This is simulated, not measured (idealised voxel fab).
You're looking at the process module voxel wiring stack.
Square cell edge 5 nm, section width 300 nm, ID cut.
In this document a cross-section is written as a grid of square cells. It is given as a series of bands, listed from the top down, and a band is one or more rows of cells.
It is stipulated that each band's entry specify, in nanometres, the height of the top of the band and then that of its bottom, followed by the materials of the band in left-to-right sequence, each together with its width in nanometres. A single material marked by the word "all across" is understood to fill the band from edge to edge; the word "empty" is understood to denote empty space.
Height is counted from the level 0, under which the received wafer is composed throughout of one material. The lowest of the bands is not closed at the bottom but continues downward, in the notation "from 0 down".
Width "30..40": first value at the band's top row of cells, second value at its bottom row, equal change from row to row.
When a step is marked "no change occurred", none of the cells in the cross-section changed during that step.
Closed-off voids of 8+ cells (no open route to the top) go in "Closed void table", written width x height at distance from the left edge, in nm.
Whatever follows a step's settings on its line is a remark the simulator itself makes about that step.
overlay nm: for a step with a mask, the amount by which the mask lay right of where it was planned; a negative amount means left of it.

Process steps - plan:
1: RECEIVE | material Si
2: CONFORMAL_DEP | material SiO2 | thk nm 15
3: CONFORMAL_DEP | material SiN | thk nm 5
4: DIRECTIONAL_DEP | material SiO2 | thk nm 15
5: DIRECTIONAL_DEP | material aC | thk nm 10
6: PATTERN | tone open | mask id METAL_1 | material resist | width nm 30 | pitch nm 55 | thk nm 25 | overlay nm 0
7: DIRECTIONAL_ETCH | etch materials aC | depth nm 10
8: STRIP | etch materials resist
9: DIRECTIONAL_ETCH | etch materials SiO2 | depth nm 15
10: DIRECTIONAL_ETCH | etch materials SiN | depth nm 5
11: STRIP | etch materials aC
12: CONFORMAL_DEP | material TiN | thk nm 5
13: FILL_DEP | material Ru | thk nm 10
14: CMP | height nm 35
15: CONFORMAL_DEP | material SiCN | thk nm 5
16: DIRECTIONAL_DEP | material lowk | thk nm 30
17: PATTERN | tone open | mask id METAL_2 | material resist | width nm 30 | pitch nm 55 | thk nm 20 | overlay nm 0
18: DIRECTIONAL_ETCH | etch materials lowk | depth nm 20
19: STRIP | etch materials resist
20: MASKED_ETCH | tone open | mask id METAL_2_HOLES | width nm 15 | pitch nm 55 | etch materials lowk | depth nm 10 | overlay nm 0
21: MASKED_ETCH | tone open | mask id METAL_2_HOLES | width nm 15 | pitch nm 55 | etch materials SiCN | depth nm 5 | overlay nm 0
22: CONFORMAL_DEP | material TiN | thk nm 5
23: FILL_DEP | material Cu | thk nm 10
24: CMP | height nm 70
25: CONFORMAL_DEP | material SiCN | thk nm 5
26: DIRECTIONAL_DEP | material SiO2 | thk nm 30
27: MASKED_ETCH | tone open | mask id METAL_3_HOLES | width nm 15 | pitch nm 55 | etch materials SiO2 | depth nm 30 | overlay nm 0
28: MASKED_ETCH | tone open | mask id METAL_3 | width nm 30 | pitch nm 55 | etch materials SiO2 | depth nm 20 | overlay nm 0
29: MASKED_ETCH | tone open | mask id METAL_3 | width nm 30 | pitch nm 55 | etch materials SiCN | depth nm 5 | overlay nm 0
30: CONFORMAL_DEP | material TiN | thk nm 5
31: FILL_DEP | material Cu | thk nm 5
32: CMP | height nm 105
33: CONFORMAL_DEP | material SiCN | thk nm 5
34: DIRECTIONAL_DEP | material lowk | thk nm 30
35: MASKED_ETCH | tone open | mask id METAL_4_HOLES | width nm 15 | pitch nm 55 | etch materials lowk | depth nm 30 | overlay nm 0
36: DIRECTIONAL_DEP | material aC | thk nm 10
37: PATTERN | tone open | mask id METAL_4 | material resist | width nm 30 | pitch nm 55 | thk nm 30 | overlay nm 0
38: DIRECTIONAL_ETCH | etch materials aC | depth nm 10
39: STRIP | etch materials resist
40: DIRECTIONAL_ETCH | etch materials lowk | depth nm 20
41: DIRECTIONAL_ETCH | etch materials SiCN | depth nm 5
42: STRIP | etch materials aC
43: CONFORMAL_DEP | material TiN | thk nm 5
44: FILL_DEP | material Cu | thk nm 5
45: CMP | height nm 140
46: CONFORMAL_DEP | material SiN | thk nm 5

As-received wafer cross-section (after step 1):
	from 0 down = Si all across
	Closed void table: none

Cross-sectional result after module completion. Note: starting condition and plan are unchanged from above; one processing mistake was made:
	from 145 to 140 = SiN all across
	from 140 to 125 = lowk: 80; TiN: 5; Cu: 20; TiN: 5; lowk: 25; TiN: 5; Cu: 20; TiN: 5; lowk: 25; TiN: 5; Cu: 20; TiN: 5; lowk: 80
	from 125 to 120 = lowk: 80; TiN: 5; Cu: 5; TiN: 20; lowk: 25; TiN: 5; Cu: 5; TiN: 20; lowk: 25; TiN: 5; Cu: 5; TiN: 20; lowk: 80
	from 120 to 110 = lowk: 80; TiN: 5; Cu: 5; TiN: 5; lowk: 40; TiN: 5; Cu: 5; TiN: 5; lowk: 40; TiN: 5; Cu: 5; TiN: 5; lowk: 95
	from 110 to 105 = SiCN: 80; TiN: 15; SiCN: 40; TiN: 15; SiCN: 40; TiN: 15; SiCN: 95
	from 105 to 90 = SiO2: 80; TiN: 5; Cu: 20; TiN: 5; SiO2: 25; TiN: 5; Cu: 20; TiN: 5; SiO2: 25; TiN: 5; Cu: 20; TiN: 5; SiO2: 80
	from 90 to 85 = SiO2: 80; TiN: 5; Cu: 5; TiN: 20; SiO2: 25; TiN: 5; Cu: 5; TiN: 20; SiO2: 25; TiN: 5; Cu: 5; TiN: 20; SiO2: 80
	from 85 to 75 = SiO2: 80; TiN: 5; Cu: 5; TiN: 5; SiO2: 40; TiN: 5; Cu: 5; TiN: 5; SiO2: 40; TiN: 5; Cu: 5; TiN: 5; SiO2: 95
	from 75 to 70 = SiCN: 80; TiN: 15; SiCN: 40; TiN: 15; SiCN: 40; TiN: 15; SiCN: 95
	from 70 to 55 = lowk: 80; TiN: 5; Cu: 20; TiN: 5; lowk: 25; TiN: 5; Cu: 20; TiN: 5; lowk: 25; TiN: 5; Cu: 20; TiN: 5; lowk: 80
	from 55 to 50 = lowk: 80; TiN: 5; Cu: 5; TiN: 20; lowk: 25; TiN: 5; Cu: 5; TiN: 20; lowk: 25; TiN: 5; Cu: 5; TiN: 20; lowk: 80
	from 50 to 40 = lowk: 80; TiN: 5; Cu: 5; TiN: 5; lowk: 40; TiN: 5; Cu: 5; TiN: 5; lowk: 40; TiN: 5; Cu: 5; TiN: 5; lowk: 95
	from 40 to 35 = SiCN: 80; TiN: 15; SiCN: 40; TiN: 15; SiCN: 40; TiN: 15; SiCN: 95
	from 35 to 25 = Ru all across
	from 25 to 20 = TiN: 85; Ru: 20; TiN: 35; Ru: 20; TiN: 35; Ru: 20; TiN: 85
	from 20 to 5 = SiO2: 80; TiN: 5; Ru: 20; TiN: 5; SiO2: 25; TiN: 5; Ru: 20; TiN: 5; SiO2: 25; TiN: 5; Ru: 20; TiN: 5; SiO2: 80
	from 5 to 0 = SiN: 80; TiN: 30; SiN: 25; TiN: 30; SiN: 25; TiN: 30; SiN: 80
	from 0 down = Si all across
	Closed void table: none
Run error: step 2 of the plan got skipped, so it never ran
